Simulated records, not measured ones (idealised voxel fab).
process module | voxel capacitor over wiring
cross-section cut | 155 nm wide | cells 5 nm
A cross-section is a grid of square cells, given in bands from the top down. A band is one or more rows of cells.
Each band's line starts with the height of the band's top and of its bottom, in nm. Then come its materials from left to right, each with its width in nm. One material with "throughout" fills the band from edge to edge. "air" is empty space.
Height 0 is the level under which the wafer as received is all one material. The lowest band goes on downwards, as in "0 down".
A width such as "30 to 40" changes by the same amount from each row of cells to the next, from the band's top row to its bottom row.
"no change" after a step means that no cell of the cross-section changed.
closed voids: empty space of 8 cells or more with no open way to the top, each as width x height at its distance from the left edge, in nm
after a step's settings: what the simulator itself notes on the step
overlay nm, on a step with a mask: how far to the right of its planned place the mask lay; to the left if negative
plan
1 op RECEIVE | material Si
2 op CONFORMAL_DEP | material SiO2 | thk nm 15
3 op DIRECTIONAL_DEP | material TiN | thk nm 5
4 op DIRECTIONAL_DEP | material W | thk nm 15
5 op DIRECTIONAL_DEP | material aC | thk nm 10
6 op PATTERN | tone cover | mask id METAL_1 | material resist | width nm 20 | pitch nm 75 | thk nm 25 | overlay nm 0
7 op DIRECTIONAL_ETCH | etch materials aC | depth nm 10
8 op STRIP | etch materials resist
9 op DIRECTIONAL_ETCH | etch materials W | depth nm 15
10 op DIRECTIONAL_ETCH | etch materials TiN | depth nm 5
11 op STRIP | etch materials aC
12 op FILL_DEP | material SiO2 | thk nm 10
13 op CMP | height nm 35
14 op CONFORMAL_DEP | material SiCN | thk nm 5
15 op DIRECTIONAL_DEP | material lowk | thk nm 20
16 op PATTERN | tone open | mask id PLUG_1 | material resist | width nm 15 | thk nm 15 | overlay nm 0
17 op DIRECTIONAL_ETCH | etch materials lowk | depth nm 20
18 op DIRECTIONAL_ETCH | etch materials SiCN | depth nm 5
19 op STRIP | etch materials resist
20 op EPI | material Ru | thk nm 10
21 op EPI | material Ru | thk nm 10
22 op EPI | material Ru | thk nm 5
23 op DIRECTIONAL_DEP | material TiN | thk nm 10
24 op DIRECTIONAL_DEP | material SiN | thk nm 5
25 op DIRECTIONAL_DEP | material TiN | thk nm 10
26 op MASKED_ETCH | tone cover | mask id UPPER_PLATE | width nm 60 | etch materials TiN | depth nm 10 | overlay nm 0
27 op MASKED_ETCH | tone cover | mask id UPPER_PLATE | width nm 60 | etch materials SiN | depth nm 5 | overlay nm 0
28 op MASKED_ETCH | tone cover | mask id LOWER_PLATE | width nm 70 | etch materials TiN | depth nm 10 | overlay nm 0
29 op FILL_DEP | material SiO2 | thk nm 15
30 op CMP | height nm 95
31 op MASKED_ETCH | tone open | mask id PLUG_2 | width nm 15 | etch materials SiO2 | depth nm 10 | overlay nm 0
32 op CONFORMAL_DEP | material TiN | thk nm 5
33 op FILL_DEP | material Ru | thk nm 5
34 op CMP | height nm 95
35 op CONFORMAL_DEP | material SiN | thk nm 5
as received, after step 1
  0 down: Si throughout
  closed voids: none
a wafer at the end: this start, this plan, one mistake
  100 to 95: SiN throughout
  95 to 90: SiO2 40 | TiN 5 | Ru 5 | TiN 5 | SiO2 100
  90 to 85: SiO2 40 | TiN 15 | SiO2 100
  85 to 75: SiO2 35 | TiN 60 | SiO2 60
  75 to 70: SiO2 35 | SiN 60 | SiO2 60
  70 to 60: SiO2 30 | TiN 70 | SiO2 55
  60 to 40: lowk 35 | Ru 15 | lowk 105
  40 to 35: SiCN 35 | Ru 15 | SiCN 105
  35 to 20: SiO2 30 | W 20 | SiO2 55 | W 20 | SiO2 30
  20 to 15: SiO2 30 | TiN 20 | SiO2 55 | TiN 20 | SiO2 30
  15 to 0: SiO2 throughout
  0 down: Si throughout
  closed voids: none
what went wrong: step 31 ran as: op MASKED_ETCH | tone open | mask id PLUG_2 | width nm 15 | etch materials SiO2 | depth nm 10 | overlay nm -5
